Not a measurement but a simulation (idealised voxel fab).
A process module follows: voxel capacitor over wiring.
Shown is cross-section cut, with a width of 145 nm and square cells of size 5 nm.
If you're reading a cross-section in this doc, picture square cells in a grid; it comes to you as bands, top ones listed first down to the bottom, and a band can be one or more rows of cells. In this notation a band is specified by the heights of its top and bottom, in that order and in nm, after which its materials appear from left to right, each paired with its width in nm. The word "edge to edge" attached to a single material means that material fills the band from edge to edge; the word "blank" stands for empty space. It should be noted that heights are counted from 0, beneath which the wafer as supplied is of one material throughout, and that the lowest band possesses no lower boundary but continues downward, as written in "0 nm and below". A two-number width, for instance "30..40", indicates that the width is equal to the first number in the top row of the band and to the second number in the bottom row, and that it changes by a constant amount per row of cells. Given "changes: none" for a step, no cell of the cross-section differs between before and after that step. If an empty space has no open way to the top and is at least 8 cells in size, "Enclosed voids" lists it, written width x height at distance, where distance is measured from the left edge and every value is in nm. On a step's line, text after the settings is the simulator commenting on that step. The "overlay nm" setting may appear on a step's line; for a step that uses a mask, it gives how far to the right of its planned position the mask lay, and a negative value indicates the left.
The following list gives the planned process steps:
- 1: RECEIVE with material Si
- 2: CONFORMAL_DEP with material SiO2, thk nm 15
- 3: DIRECTIONAL_DEP with material TiN, thk nm 5
- 4: DIRECTIONAL_DEP with material W, thk nm 15
- 5: DIRECTIONAL_DEP with material aC, thk nm 10
- 6: PATTERN with tone cover, mask id METAL_1, material resist, width nm 30, pitch nm 85, thk nm 30, overlay nm 0
- 7: DIRECTIONAL_ETCH with etch materials aC, depth nm 10
- 8: STRIP with etch materials resist
- 9: DIRECTIONAL_ETCH with etch materials W, depth nm 15
- 10: DIRECTIONAL_ETCH with etch materials TiN, depth nm 5
- 11: STRIP with etch materials aC
- 12: FILL_DEP with material lowk, thk nm 5
- 13: CMP with height nm 35
- 14: CONFORMAL_DEP with material SiCN, thk nm 5
- 15: DIRECTIONAL_DEP with material lowk, thk nm 20
- 16: PATTERN with tone open, mask id PLUG_1, material resist, width nm 15, thk nm 15, overlay nm 0
- 17: DIRECTIONAL_ETCH with etch materials lowk, depth nm 20
- 18: DIRECTIONAL_ETCH with etch materials SiCN, depth nm 5
- 19: STRIP with etch materials resist
- 20: EPI with material Ru, thk nm 10
- 21: EPI with material Ru, thk nm 10
- 22: EPI with material Ru, thk nm 5
- 23: DIRECTIONAL_DEP with material TiN, thk nm 5
- 24: DIRECTIONAL_DEP with material HfO2, thk nm 5
- 25: DIRECTIONAL_DEP with material TiN, thk nm 10
- 26: MASKED_ETCH with tone cover, mask id UPPER_PLATE, width nm 60, etch materials TiN, depth nm 10, overlay nm 0
- 27: MASKED_ETCH with tone cover, mask id UPPER_PLATE, width nm 60, etch materials HfO2, depth nm 5, overlay nm 0
- 28: DIRECTIONAL_DEP with material aC, thk nm 15
- 29: PATTERN with tone cover, mask id LOWER_PLATE, material resist, width nm 70, thk nm 30, overlay nm 0
- 30: DIRECTIONAL_ETCH with etch materials aC, depth nm 15
- 31: STRIP with etch materials resist
- 32: DIRECTIONAL_ETCH with etch materials TiN, depth nm 5
- 33: STRIP with etch materials aC
- 34: FILL_DEP with material SiO2, thk nm 20
- 35: CMP with height nm 95
- 36: DIRECTIONAL_DEP with material aC, thk nm 15
- 37: PATTERN with tone open, mask id PLUG_2, material resist, width nm 15, thk nm 30, overlay nm 0
- 38: DIRECTIONAL_ETCH with etch materials aC, depth nm 15
- 39: STRIP with etch materials resist
- 40: DIRECTIONAL_ETCH with etch materials SiO2, depth nm 15
- 41: STRIP with etch materials aC
- 42: CONFORMAL_DEP with material TiN, thk nm 5
- 43: FILL_DEP with material Ru, thk nm 5
- 44: CMP with height nm 95
- 45: CONFORMAL_DEP with material SiCN, thk nm 5
The cross-section here shows the wafer as received, i.e. in its state after step 1:
* 0 nm and below  Si edge to edge
* Enclosed voids: none
Wafer cross-section at module end: first of two, run to plan:
* 100 nm to 95 nm  SiCN edge to edge
* 95 nm to 85 nm  SiO2 40  TiN 5  Ru 5  TiN 5  SiO2 90
* 85 nm to 80 nm  SiO2 40  TiN 15  SiO2 90
* 80 nm to 70 nm  SiO2 30  TiN 60  SiO2 55
* 70 nm to 65 nm  SiO2 30  HfO2 60  SiO2 55
* 65 nm to 60 nm  SiO2 25  TiN 70  SiO2 50
* 60 nm to 40 nm  lowk 30  Ru 15  lowk 100
* 40 nm to 35 nm  SiCN 30  Ru 15  SiCN 100
* 35 nm to 20 nm  lowk 15  W 30  lowk 55  W 30  lowk 15
* 20 nm to 15 nm  lowk 15  TiN 30  lowk 55  TiN 30  lowk 15
* 15 nm to 0 nm  SiO2 edge to edge
* 0 nm and below  Si edge to edge
* Enclosed voids: none
Module end: cross-section of wafer two of two. Same start and process plan as the first wafer. One mistake during execution:
* 100 nm to 95 nm  SiCN edge to edge
* 95 nm to 85 nm  SiO2 35  TiN 5  Ru 5  TiN 5  SiO2 95
* 85 nm to 80 nm  SiO2 35  TiN 15  SiO2 95
* 80 nm to 70 nm  SiO2 30  TiN 60  SiO2 55
* 70 nm to 65 nm  SiO2 30  HfO2 60  SiO2 55
* 65 nm to 60 nm  SiO2 25  TiN 70  SiO2 50
* 60 nm to 40 nm  lowk 30  Ru 15  lowk 100
* 40 nm to 35 nm  SiCN 30  Ru 15  SiCN 100
* 35 nm to 20 nm  lowk 15  W 30  lowk 55  W 30  lowk 15
* 20 nm to 15 nm  lowk 15  TiN 30  lowk 55  TiN 30  lowk 15
* 15 nm to 0 nm  SiO2 edge to edge
* 0 nm and below  Si edge to edge
* Enclosed voids: none
Error vs. plan: heads up, step 37 didn't go per plan, it actually ran as PATTERN with tone open, mask id PLUG_2, material resist, width nm 15, thk nm 30, overlay nm -5
Final wafers compared: equal cell tally per material, rearranged layout.
